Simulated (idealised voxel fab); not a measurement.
Herein follows the process module entitled voxel self aligned vias.
We display cut, a cross-section 225 nm in width whose square cells are each 5 nm.
Just so we're on the same page, the cross-sections are grids of square cells, and they're listed out in bands top to bottom, each band one or more rows deep.
Read a band's entry like this: the first values are the height of its top and the height of its bottom in nm, and what follows is the sequence of materials from left to right, each with its width in nm. Note that "blank" is empty space, and that a single material marked "full width" reaches across the band from edge to edge.
A quick word on heights: they are counted from 0, and under that level the wafer as it came to us is one material throughout. The lowest band is different from the rest in having no bottom; it simply continues downward, written as in "0 down".
Top row gets the first number, bottom row gets the second, and each row in between changes by the same step: that is how a band width like "30->40" works.
Where the words "nothing changed" appear for a step, the cross-section shows no cell changed by that step; every cell remained as before.
If an empty space has no open way to the top and is at least 8 cells in size, "Trapped void list" lists it, written width x height at distance, where distance is measured from the left edge and every value is in nm.
Anything after a step's settings on that line? It's the simulator's own note about the step.
You can add "overlay nm" to a step's line. For a step with a mask, it describes how far the mask lay to the right of its planned position, and a negative number describes a lay to the left.

List of planned process steps
| 1 | RECEIVE (material Si) |
| 2 | CONFORMAL_DEP (material SiO2; thk nm 15) |
| 3 | CONFORMAL_DEP (material SiCN; thk nm 5) |
| 4 | DIRECTIONAL_DEP (material SiO2; thk nm 25) |
| 5 | MASKED_ETCH (tone open; mask id LINES; width nm 25; pitch nm 55; etch materials SiO2; depth nm 25; overlay nm 0) |
| 6 | CONFORMAL_DEP (material TiN; thk nm 5) |
| 7 | FILL_DEP (material W; thk nm 10) |
| 8 | CMP (height nm 45) |
| 9 | SELECTIVE_ETCH (etch materials W Ru TiN; depth nm 5) |
| 10 | FILL_DEP (material SiN; thk nm 5) |
| 11 | CMP (height nm 45) |
| 12 | DIRECTIONAL_DEP (material SiO2; thk nm 15) |
| 13 | MASKED_ETCH (tone open; mask id VIAS; width nm 35; pitch nm 55; etch materials SiO2; depth nm 15; overlay nm 0) |
| 14 | MASKED_ETCH (tone open; mask id VIAS; width nm 35; pitch nm 55; etch materials SiN; depth nm 5; overlay nm 0) |
| 15 | CONFORMAL_DEP (material TiN; thk nm 5) |
| 16 | FILL_DEP (material W; thk nm 10) |
| 17 | CMP (height nm 60) |
| 18 | CONFORMAL_DEP (material SiN; thk nm 5) |

As-received state of the wafer in cross-section, equivalent to post-step 1
* 0 down  Si full width
* Trapped void list: none

As-planned run: cross-section of the first of two wafers at end of module
* 65 to 60  SiN full width
* 60 to 50  SiO2 65; TiN 5; W 25; TiN 5; SiO2 20; TiN 5; W 25; TiN 5; SiO2 70
* 50 to 45  SiO2 65; TiN 10; W 15; TiN 10; SiO2 20; TiN 10; W 15; TiN 10; SiO2 70
* 45 to 40  SiO2 70; TiN 25; SiO2 30; TiN 25; SiO2 75
* 40 to 25  SiO2 70; TiN 5; W 15; TiN 5; SiO2 30; TiN 5; W 15; TiN 5; SiO2 75
* 25 to 20  SiO2 70; TiN 25; SiO2 30; TiN 25; SiO2 75
* 20 to 15  SiCN full width
* 15 to 0  SiO2 full width
* 0 down  Si full width
* Trapped void list: none

Here is the second of the two wafers cut open at the end of the module - same start, same plan as the first one, but we made one mistake running it
* 65 to 60  SiN full width
* 60 to 50  SiO2 65; TiN 5; W 25; TiN 5; SiO2 20; TiN 5; W 25; TiN 5; SiO2 70
* 50 to 45  SiO2 65; TiN 35; SiO2 20; TiN 35; SiO2 70
* 45 to 40  SiCN full width
* 40 to 0  SiO2 full width
* 0 down  Si full width
* Trapped void list: none
What was the processing mistake? deviation from plan: step 4 and step 3 executed in one another's positions
End of process, cell counts, second wafer against first, materials with more or fewer: SiO2 +50 | TiN -26 | W -24
